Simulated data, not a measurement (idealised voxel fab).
Process module in this document: voxel self aligned vias
Xsec cut, 165 nm wide, square cell size 5 nm.
Think of the cross-section as a grid of square cells. We describe it in bands, top to bottom, and each band covers one or more rows of those cells.
Read a band's entry like this: the first values are the height of its top and the height of its bottom in nm, and what follows is the sequence of materials from left to right, each with its width in nm. Note that "air" is empty space, and that a single material marked "throughout" reaches across the band from edge to edge.
All heights in this document are referenced to 0, defined as the level beneath which the wafer, as received, consists entirely of one material. The lowest band is not bounded below; it extends indefinitely downward and is written in the form "0 down".
Quick explanation for "30->40": the width changes in equal steps down the rows of cells, from the first number in the band's top row to the second number in its bottom row.
Where a step carries "nothing was modified", the cross-section came out of it unchanged, cell for cell.
"Listed closed voids" specifies each empty space that is not open to the top and that occupies no fewer than 8 cells, using the form width x height at distance, the distance measured from the left edge and all three quantities in nm.
Whatever follows a step's settings on its line is a remark the simulator itself makes about that step.
"overlay nm", when on a step's line for a step with a mask, measures how far to the right of its planned place the mask lay; a negative measure means to the left.

### Process steps - plan
1,op RECEIVE | material Si
2,op CONFORMAL_DEP | material SiO2 | thk nm 15
3,op CONFORMAL_DEP | material SiCN | thk nm 5
4,op DIRECTIONAL_DEP | material SiO2 | thk nm 30
5,op PATTERN | tone open | mask id LINES | material resist | width nm 25 | pitch nm 75 | thk nm 20 | overlay nm 0
6,op DIRECTIONAL_ETCH | etch materials SiO2 | depth nm 30
7,op STRIP | etch materials resist
8,op CONFORMAL_DEP | material TiN | thk nm 5
9,op FILL_DEP | material Ru | thk nm 5
10,op CMP | height nm 50
11,op SELECTIVE_ETCH | etch materials W Ru TiN | depth nm 5
12,op FILL_DEP | material SiN | thk nm 5
13,op CMP | height nm 50
14,op DIRECTIONAL_DEP | material SiO2 | thk nm 20
15,op PATTERN | tone open | mask id VIAS | material resist | width nm 45 | pitch nm 75 | thk nm 20 | overlay nm 0
16,op DIRECTIONAL_ETCH | etch materials SiO2 | depth nm 20
17,op DIRECTIONAL_ETCH | etch materials SiN | depth nm 5
18,op STRIP | etch materials resist
19,op CONFORMAL_DEP | material TiN | thk nm 5
20,op FILL_DEP | material Cu | thk nm 10
21,op CMP | height nm 70
22,op CONFORMAL_DEP | material SiN | thk nm 5

### First of the two wafers, run per plan

### Delivered wafer in cross-section: state after step 1
	0 down | Si throughout
	Listed closed voids: none

### after step 2
	15 to 0 | SiO2 throughout
	Everything below 0 is unchanged.

### after step 3
	20 to 15 | SiCN throughout
	Everything below 15 is unchanged.

### after step 4
	50 to 20 | SiO2 throughout
	Everything below 20 is unchanged.

### after step 5
	70 to 50 | resist=30; air=25; resist=50; air=25; resist=35
	Everything below 50 is unchanged.

### after step 6
	70 to 50 | resist=30; air=25; resist=50; air=25; resist=35
	50 to 20 | SiO2=30; air=25; SiO2=50; air=25; SiO2=35
	Everything below 20 is unchanged.

### after step 7
	50 to 20 | SiO2=30; air=25; SiO2=50; air=25; SiO2=35
	Everything below 20 is unchanged.

### after step 8
	55 to 50 | TiN=35; air=15; TiN=60; air=15; TiN=40
	50 to 25 | SiO2=30; TiN=5; air=15; TiN=5; SiO2=50; TiN=5; air=15; TiN=5; SiO2=35
	25 to 20 | SiO2=30; TiN=25; SiO2=50; TiN=25; SiO2=35
	Everything below 20 is unchanged.

### after step 9
	60 to 55 | Ru throughout
	55 to 50 | TiN=35; Ru=15; TiN=60; Ru=15; TiN=40
	50 to 25 | SiO2=30; TiN=5; Ru=15; TiN=5; SiO2=50; TiN=5; Ru=15; TiN=5; SiO2=35
	Everything below 25 is unchanged.

### after step 10
	50 to 25 | SiO2=30; TiN=5; Ru=15; TiN=5; SiO2=50; TiN=5; Ru=15; TiN=5; SiO2=35
	Everything below 25 is unchanged.

### after step 11
	50 to 45 | SiO2=30; air=25; SiO2=50; air=25; SiO2=35
	Everything below 45 is unchanged.

### after step 12
	55 to 50 | SiN throughout
	50 to 45 | SiO2=30; SiN=25; SiO2=50; SiN=25; SiO2=35
	Everything below 45 is unchanged.

### after step 13
	50 to 45 | SiO2=30; SiN=25; SiO2=50; SiN=25; SiO2=35
	Everything below 45 is unchanged.

### after step 14
	70 to 50 | SiO2 throughout
	Everything below 50 is unchanged.

### after step 15
	90 to 70 | resist=20; air=45; resist=30; air=45; resist=25
	Everything below 70 is unchanged.

### after step 16
	90 to 70 | resist=20; air=45; resist=30; air=45; resist=25
	70 to 50 | SiO2=20; air=45; SiO2=30; air=45; SiO2=25
	Everything below 50 is unchanged.

### after step 17
	90 to 70 | resist=20; air=45; resist=30; air=45; resist=25
	70 to 50 | SiO2=20; air=45; SiO2=30; air=45; SiO2=25
	50 to 45 | SiO2=30; air=25; SiO2=50; air=25; SiO2=35
	Everything below 45 is unchanged.

### after step 18
	70 to 50 | SiO2=20; air=45; SiO2=30; air=45; SiO2=25
	Everything below 50 is unchanged.

### after step 19
	75 to 70 | TiN=25; air=35; TiN=40; air=35; TiN=30
	70 to 55 | SiO2=20; TiN=5; air=35; TiN=5; SiO2=30; TiN=5; air=35; TiN=5; SiO2=25
	55 to 50 | SiO2=20; TiN=15; air=15; TiN=15; SiO2=30; TiN=15; air=15; TiN=15; SiO2=25
	50 to 45 | SiO2=30; TiN=25; SiO2=50; TiN=25; SiO2=35
	Everything below 45 is unchanged.

### after step 20
	85 to 75 | Cu throughout
	75 to 70 | TiN=25; Cu=35; TiN=40; Cu=35; TiN=30
	70 to 55 | SiO2=20; TiN=5; Cu=35; TiN=5; SiO2=30; TiN=5; Cu=35; TiN=5; SiO2=25
	55 to 50 | SiO2=20; TiN=15; Cu=15; TiN=15; SiO2=30; TiN=15; Cu=15; TiN=15; SiO2=25
	Everything below 50 is unchanged.

### after step 21
	70 to 55 | SiO2=20; TiN=5; Cu=35; TiN=5; SiO2=30; TiN=5; Cu=35; TiN=5; SiO2=25
	Everything below 55 is unchanged.

### after step 22
	75 to 70 | SiN throughout
	Everything below 70 is unchanged.

### What follows concerns the second wafer, which started out like the first and was meant to follow the very same plan; one mistake crept in when it was run, but everything up to and including step 1 is the same as for the first wafer

### Here is the second wafer in cross-section at the point where step 2 of the plan should have been done
	30 to 0 | SiO2 throughout
	Everything below 0 is unchanged.

### Here is the second wafer in cross-section at the point where step 3 of the plan should have been done
	35 to 30 | SiCN throughout
	Everything below 30 is unchanged.

### Here is the second wafer in cross-section at the point where step 4 of the plan should have been done
	65 to 35 | SiO2 throughout
	Everything below 35 is unchanged.

### Here is the second wafer in cross-section at the point where step 5 of the plan should have been done
	85 to 65 | resist=30; air=25; resist=50; air=25; resist=35
	Everything below 65 is unchanged.

### Here is the second wafer in cross-section at the point where step 6 of the plan should have been done
	85 to 65 | resist=30; air=25; resist=50; air=25; resist=35
	65 to 35 | SiO2=30; air=25; SiO2=50; air=25; SiO2=35
	Everything below 35 is unchanged.

### Here is the second wafer in cross-section at the point where step 7 of the plan should have been done
	65 to 35 | SiO2=30; air=25; SiO2=50; air=25; SiO2=35
	Everything below 35 is unchanged.

### Here is the second wafer in cross-section at the point where step 8 of the plan should have been done
	70 to 65 | TiN=35; air=15; TiN=60; air=15; TiN=40
	65 to 40 | SiO2=30; TiN=5; air=15; TiN=5; SiO2=50; TiN=5; air=15; TiN=5; SiO2=35
	40 to 35 | SiO2=30; TiN=25; SiO2=50; TiN=25; SiO2=35
	Everything below 35 is unchanged.

### Here is the second wafer in cross-section at the point where step 9 of the plan should have been done
	75 to 70 | Ru throughout
	70 to 65 | TiN=35; Ru=15; TiN=60; Ru=15; TiN=40
	65 to 40 | SiO2=30; TiN=5; Ru=15; TiN=5; SiO2=50; TiN=5; Ru=15; TiN=5; SiO2=35
	Everything below 40 is unchanged.

### Here is the second wafer in cross-section at the point where step 10 of the plan should have been done
	50 to 40 | SiO2=30; TiN=5; Ru=15; TiN=5; SiO2=50; TiN=5; Ru=15; TiN=5; SiO2=35
	Everything below 40 is unchanged.

### Here is the second wafer in cross-section at the point where step 11 of the plan should have been done
	50 to 45 | SiO2=30; air=25; SiO2=50; air=25; SiO2=35
	Everything below 45 is unchanged.

### Here is the second wafer in cross-section at the point where step 12 of the plan should have been done
	55 to 50 | SiN throughout
	50 to 45 | SiO2=30; SiN=25; SiO2=50; SiN=25; SiO2=35
	Everything below 45 is unchanged.

### Here is the second wafer in cross-section at the point where step 13 of the plan should have been done
	50 to 45 | SiO2=30; SiN=25; SiO2=50; SiN=25; SiO2=35
	Everything below 45 is unchanged.

### Here is the second wafer in cross-section at the point where step 14 of the plan should have been done
	70 to 50 | SiO2 throughout
	Everything below 50 is unchanged.

### Here is the second wafer in cross-section at the point where step 15 of the plan should have been done
	90 to 70 | resist=20; air=45; resist=30; air=45; resist=25
	Everything below 70 is unchanged.

### Here is the second wafer in cross-section at the point where step 16 of the plan should have been done
	90 to 70 | resist=20; air=45; resist=30; air=45; resist=25
	70 to 50 | SiO2=20; air=45; SiO2=30; air=45; SiO2=25
	Everything below 50 is unchanged.

### Here is the second wafer in cross-section at the point where step 17 of the plan should have been done
	90 to 70 | resist=20; air=45; resist=30; air=45; resist=25
	70 to 50 | SiO2=20; air=45; SiO2=30; air=45; SiO2=25
	50 to 45 | SiO2=30; air=25; SiO2=50; air=25; SiO2=35
	Everything below 45 is unchanged.

### Here is the second wafer in cross-section at the point where step 18 of the plan should have been done
	70 to 50 | SiO2=20; air=45; SiO2=30; air=45; SiO2=25
	Everything below 50 is unchanged.

### Here is the second wafer in cross-section at the point where step 19 of the plan should have been done
	75 to 70 | TiN=25; air=35; TiN=40; air=35; TiN=30
	70 to 55 | SiO2=20; TiN=5; air=35; TiN=5; SiO2=30; TiN=5; air=35; TiN=5; SiO2=25
	55 to 50 | SiO2=20; TiN=15; air=15; TiN=15; SiO2=30; TiN=15; air=15; TiN=15; SiO2=25
	50 to 45 | SiO2=30; TiN=25; SiO2=50; TiN=25; SiO2=35
	Everything below 45 is unchanged.

### Here is the second wafer in cross-section at the point where step 20 of the plan should have been done
	85 to 75 | Cu throughout
	75 to 70 | TiN=25; Cu=35; TiN=40; Cu=35; TiN=30
	70 to 55 | SiO2=20; TiN=5; Cu=35; TiN=5; SiO2=30; TiN=5; Cu=35; TiN=5; SiO2=25
	55 to 50 | SiO2=20; TiN=15; Cu=15; TiN=15; SiO2=30; TiN=15; Cu=15; TiN=15; SiO2=25
	Everything below 50 is unchanged.

### Here is the second wafer in cross-section at the point where step 21 of the plan should have been done
	70 to 55 | SiO2=20; TiN=5; Cu=35; TiN=5; SiO2=30; TiN=5; Cu=35; TiN=5; SiO2=25
	Everything below 55 is unchanged.

### Here is the second wafer in cross-section at the point where step 22 of the plan should have been done
	75 to 70 | SiN throughout
	Everything below 70 is unchanged.
Deviation noted in wafer processing: step 2 from the plan got run twice
Per the end-of-run cell counts, the second wafer holds more or fewer of some materials than the first: -18 Ru | +30 SiO2 | -12 TiN
